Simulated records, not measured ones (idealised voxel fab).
Title: Process Module voxel transistor to metal
Shown is cross-section cut, with a width of 195 nm and square cells of size 5 nm.
If you're reading a cross-section in this doc, picture square cells in a grid; it comes to you as bands, top ones listed first down to the bottom, and a band can be one or more rows of cells. Band: top height; bottom height; in nm. Then, left to right: material with width in nm, for each material. "all across": a single material spanning edge to edge. "air": empty space. Basically, 0 is our baseline, since under it the wafer straight out of the box is all one material. The bottom band has no lower end and keeps on going down, so it looks like "top 0, no bottom". Width: "30..40" (first number = top row, second number = bottom row, same change from row to row of cells). You'll sometimes find "nothing was modified" written for a step, and that's the way of saying that nowhere in the cross-section did a cell change during that step. Trapped cavities: empty space of 8 cells or more with no open way to the top, each as width x height at its distance from the left edge, in nm. What comes after the settings on a step's line is commentary from the simulator itself on that step. If you see "overlay nm" on a step's line and that step has a mask, it's telling you how far right of where it was planned the mask ended up; a negative number means it went left instead.

PROCESS STEPS (PLANNED)
- 1: RECEIVE,material Si
- 2: CONFORMAL_DEP,material SiO2,thk nm 5
- 3: CONFORMAL_DEP,material SiN,thk nm 10
- 4: PATTERN,tone cover,mask id ACTIVE,material resist,width nm 110,thk nm 20,overlay nm 0
- 5: DIRECTIONAL_ETCH,etch materials SiN,depth nm 10
- 6: DIRECTIONAL_ETCH,etch materials SiO2,depth nm 5
- 7: DIRECTIONAL_ETCH,etch materials Si,depth nm 20
- 8: STRIP,etch materials resist
- 9: FILL_DEP,material SiO2,thk nm 5
- 10: CMP,height nm 15
- 11: SELECTIVE_ETCH,etch materials SiO2,depth nm 5
- 12: STRIP,etch materials SiN
- 13: SELECTIVE_ETCH,etch materials SiO2,depth nm 5
- 14: OXIDIZE,depth nm 5
- 15: DIRECTIONAL_DEP,material polySi,thk nm 20
- 16: DIRECTIONAL_DEP,material SiCN,thk nm 15
- 17: MASKED_ETCH,tone cover,mask id GATE,width nm 30,etch materials SiCN,depth nm 25,overlay nm 0
- 18: MASKED_ETCH,tone cover,mask id GATE,width nm 30,etch materials polySi,depth nm 30,overlay nm 0
- 19: CONFORMAL_DEP,material SiN,thk nm 5
- 20: DIRECTIONAL_ETCH,etch materials SiN,depth nm 5
- 21: DIRECTIONAL_ETCH,etch materials SiO2,depth nm 5
- 22: EPI,material nSi,thk nm 5
- 23: FILL_DEP,material SiO2,thk nm 10
- 24: CMP,height nm 20
- 25: STRIP,etch materials polySi
- 26: SELECTIVE_ETCH,etch materials SiO2,depth nm 5
- 27: CONFORMAL_DEP,material HfO2,thk nm 5
- 28: CONFORMAL_DEP,material TiN,thk nm 5
- 29: FILL_DEP,material W,thk nm 5
- 30: CMP,height nm 15
- 31: DIRECTIONAL_DEP,material SiO2,thk nm 15
- 32: DIRECTIONAL_DEP,material aC,thk nm 15
- 33: PATTERN,tone open,mask id CONTACT,material resist,width nm 15,pitch nm 75,thk nm 35,overlay nm 0
- 34: DIRECTIONAL_ETCH,etch materials aC,depth nm 15
- 35: STRIP,etch materials resist
- 36: DIRECTIONAL_ETCH,etch materials SiO2,depth nm 30
- 37: STRIP,etch materials aC
- 38: CONFORMAL_DEP,material TiN,thk nm 5
- 39: FILL_DEP,material Ru,thk nm 10
- 40: CMP,height nm 30
- 41: DIRECTIONAL_DEP,material TiN,thk nm 5
- 42: DIRECTIONAL_DEP,material Ru,thk nm 20
- 43: MASKED_ETCH,tone cover,mask id METAL_1,width nm 15,pitch nm 75,etch materials Ru,depth nm 20,overlay nm 0
- 44: MASKED_ETCH,tone cover,mask id METAL_1,width nm 15,pitch nm 75,etch materials TiN,depth nm 5,overlay nm 0
- 45: FILL_DEP,material lowk,thk nm 5
- 46: CMP,height nm 55
- 47: CONFORMAL_DEP,material SiCN,thk nm 5
- 48: DIRECTIONAL_DEP,material lowk,thk nm 35
- 49: DIRECTIONAL_DEP,material aC,thk nm 15
- 50: PATTERN,tone open,mask id METAL_2,material resist,width nm 15,pitch nm 75,thk nm 35,overlay nm 0
- 51: DIRECTIONAL_ETCH,etch materials aC,depth nm 15
- 52: STRIP,etch materials resist
- 53: DIRECTIONAL_ETCH,etch materials lowk,depth nm 20
- 54: STRIP,etch materials aC
- 55: DIRECTIONAL_DEP,material aC,thk nm 15
- 56: PATTERN,tone open,mask id METAL_2_HOLES,material resist,width nm 15,pitch nm 75,thk nm 35,overlay nm 0
- 57: DIRECTIONAL_ETCH,etch materials aC,depth nm 15
- 58: STRIP,etch materials resist
- 59: DIRECTIONAL_ETCH,etch materials lowk,depth nm 15
- 60: DIRECTIONAL_ETCH,etch materials SiCN,depth nm 5
- 61: STRIP,etch materials aC
- 62: CONFORMAL_DEP,material TiN,thk nm 5
- 63: FILL_DEP,material Ru,thk nm 5
- 64: CMP,height nm 95
- 65: CONFORMAL_DEP,material SiN,thk nm 5

CROSS-SECTION OF THE INCOMING WAFER, STATE AFTER STEP 1
top 0, no bottom | Si all across
Trapped cavities: none

FINAL WAFER PROFILE IN CROSS-SECTION AFTER THE MODULE, FROM THE SAME START AND PLAN AS ABOVE, WITH ONE MISTAKE MADE DURING PROCESSING
top 100, bottom 95 | SiN all across
top 95, bottom 60 | 50 of lowk | 5 of TiN | 5 of Ru | 5 of TiN | 60 of lowk | 5 of TiN | 5 of Ru | 5 of TiN | 55 of lowk
top 60, bottom 55 | 50 of SiCN | 15 of TiN | 60 of SiCN | 15 of TiN | 55 of SiCN
top 55, bottom 35 | 50 of lowk | 15 of Ru | 60 of lowk | 15 of Ru | 55 of lowk
top 35, bottom 30 | 50 of lowk | 15 of TiN | 60 of lowk | 15 of TiN | 55 of lowk
top 30, bottom 15 | 50 of SiO2 | 5 of TiN | 5 of Ru | 5 of TiN | 60 of SiO2 | 5 of TiN | 5 of Ru | 5 of TiN | 55 of SiO2
top 15, bottom 5 | 50 of SiO2 | 5 of TiN | 5 of Ru | 5 of TiN | 10 of SiO2 | 5 of SiN | 5 of HfO2 | 5 of TiN | 10 of W | 5 of TiN | 5 of HfO2 | 5 of SiN | 10 of SiO2 | 5 of TiN | 5 of Ru | 5 of TiN | 55 of SiO2
top 5, bottom 0 | 35 of SiO2 | 5 of SiN | 10 of SiO2 | 15 of TiN | 10 of SiO2 | 5 of SiN | 5 of HfO2 | 20 of TiN | 5 of HfO2 | 5 of SiN | 10 of SiO2 | 15 of TiN | 10 of SiO2 | 5 of SiN | 40 of SiO2
top 0, bottom -5 | 35 of SiO2 | 5 of SiN | 35 of nSi | 40 of HfO2 | 35 of nSi | 5 of SiN | 40 of SiO2
top -5, bottom -10 | 45 of SiO2 | 100 of Si | 50 of SiO2
top -10, bottom -20 | 40 of SiO2 | 110 of Si | 45 of SiO2
top -20, no bottom | Si all across
Trapped cavities: none
Diagnosis: not run: step 2 of the plan (skipped)
